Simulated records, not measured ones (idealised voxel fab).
Process module name: voxel self aligned vias
The figure presents cross-section cut, which has a width of 150 nm and is divided into square cells with an edge length of 5 nm.
Cross-section = grid of square cells, listed top down in bands; band = one or more rows. A band entry consists of two parts. The first gives the height of the band's top and the height of its bottom, in nm. The rest lists the band's materials from left to right, each with its width in nm. A single material labelled with the word "edge to edge" fills the band from edge to edge, and the word "air" marks empty space. Where do heights start? At 0: under that level the wafer as delivered is made of one material only. And the lowest band has no floor; it just carries on downward, as in "top 0, no bottom". Width spec "30 to 40" -> top row of cells at first value, bottom row at second value, equal per-row change in between. Given "stayed the same" for a step, no cell of the cross-section differs between before and after that step. The list in "Closed-off voids" covers empty spaces of 8 cells or more that cannot reach the top through any open way, and it gives each as width x height at distance; the distance is from the left edge, and width, height and distance are in nm. Past the settings on a step's line: simulator remark, on that step. overlay nm: step with mask; distance mask lay right of planned place; negative value = left of planned place.

Below is the list of planned process steps:
1) RECEIVE: material Si
2) CONFORMAL_DEP: material SiO2, thk nm 10
3) CONFORMAL_DEP: material SiCN, thk nm 5
4) DIRECTIONAL_DEP: material SiO2, thk nm 30
5) MASKED_ETCH: tone open, mask id LINES, width nm 30, pitch nm 55, etch materials SiO2, depth nm 30, overlay nm 0
6) CONFORMAL_DEP: material TiN, thk nm 5
7) FILL_DEP: material Ru, thk nm 5
8) CMP: height nm 45
9) SELECTIVE_ETCH: etch materials W Ru TiN, depth nm 10
10) FILL_DEP: material SiN, thk nm 10
11) CMP: height nm 45
12) DIRECTIONAL_DEP: material SiO2, thk nm 15
13) PATTERN: tone open, mask id VIAS, material resist, width nm 40, thk nm 20, overlay nm 0
14) DIRECTIONAL_ETCH: etch materials SiO2, depth nm 15
15) DIRECTIONAL_ETCH: etch materials SiN, depth nm 10
16) STRIP: etch materials resist
17) CONFORMAL_DEP: material TiN, thk nm 5
18) FILL_DEP: material Cu, thk nm 5
19) CMP: height nm 60
20) CONFORMAL_DEP: material SiCN, thk nm 5

Incoming wafer, cross-sectional view, post step 1:
top 0, no bottom | Si edge to edge
Closed-off voids: none

As-planned run: cross-section of the first of two wafers at end of module:
top 65, bottom 60 | SiCN edge to edge
top 60, bottom 50 | SiO2=25, then TiN=5, then Cu=30, then TiN=5, then SiO2=85
top 50, bottom 45 | SiO2=25, then TiN=10, then Cu=20, then TiN=10, then SiO2=85
top 45, bottom 40 | SiO2=30, then TiN=5, then Cu=20, then TiN=5, then SiO2=25, then SiN=30, then SiO2=35
top 40, bottom 35 | SiO2=30, then TiN=30, then SiO2=25, then SiN=30, then SiO2=35
top 35, bottom 20 | SiO2=30, then TiN=5, then Ru=20, then TiN=5, then SiO2=25, then TiN=5, then Ru=20, then TiN=5, then SiO2=35
top 20, bottom 15 | SiO2=30, then TiN=30, then SiO2=25, then TiN=30, then SiO2=35
top 15, bottom 10 | SiCN edge to edge
top 10, bottom 0 | SiO2 edge to edge
top 0, no bottom | Si edge to edge
Closed-off voids: none

Cross-sectional view of the second of two wafers upon completion of the module. This wafer shared its starting condition and process plan with the first; one error was made during its execution:
top 65, bottom 60 | SiCN edge to edge
top 60, bottom 45 | SiO2=25, then TiN=5, then Cu=30, then TiN=5, then SiO2=85
top 45, bottom 40 | SiO2=25, then TiN=5, then Cu=30, then TiN=5, then SiO2=20, then SiN=30, then SiO2=35
top 40, bottom 35 | SiO2=25, then TiN=40, then SiO2=20, then SiN=30, then SiO2=35
top 35, bottom 30 | SiO2=25, then TiN=10, then Ru=20, then TiN=10, then SiO2=20, then TiN=5, then Ru=20, then TiN=5, then SiO2=35
top 30, bottom 20 | SiO2=30, then TiN=5, then Ru=20, then TiN=5, then SiO2=25, then TiN=5, then Ru=20, then TiN=5, then SiO2=35
top 20, bottom 15 | SiO2=30, then TiN=30, then SiO2=25, then TiN=30, then SiO2=35
top 15, bottom 10 | SiCN edge to edge
top 10, bottom 0 | SiO2 edge to edge
top 0, no bottom | Si edge to edge
Closed-off voids: none
What was the processing mistake? step 14, plan: ran twice
End of process, cell counts, second wafer against first, materials with more or fewer: 4 more of Cu; 6 fewer of SiO2; 2 more of TiN
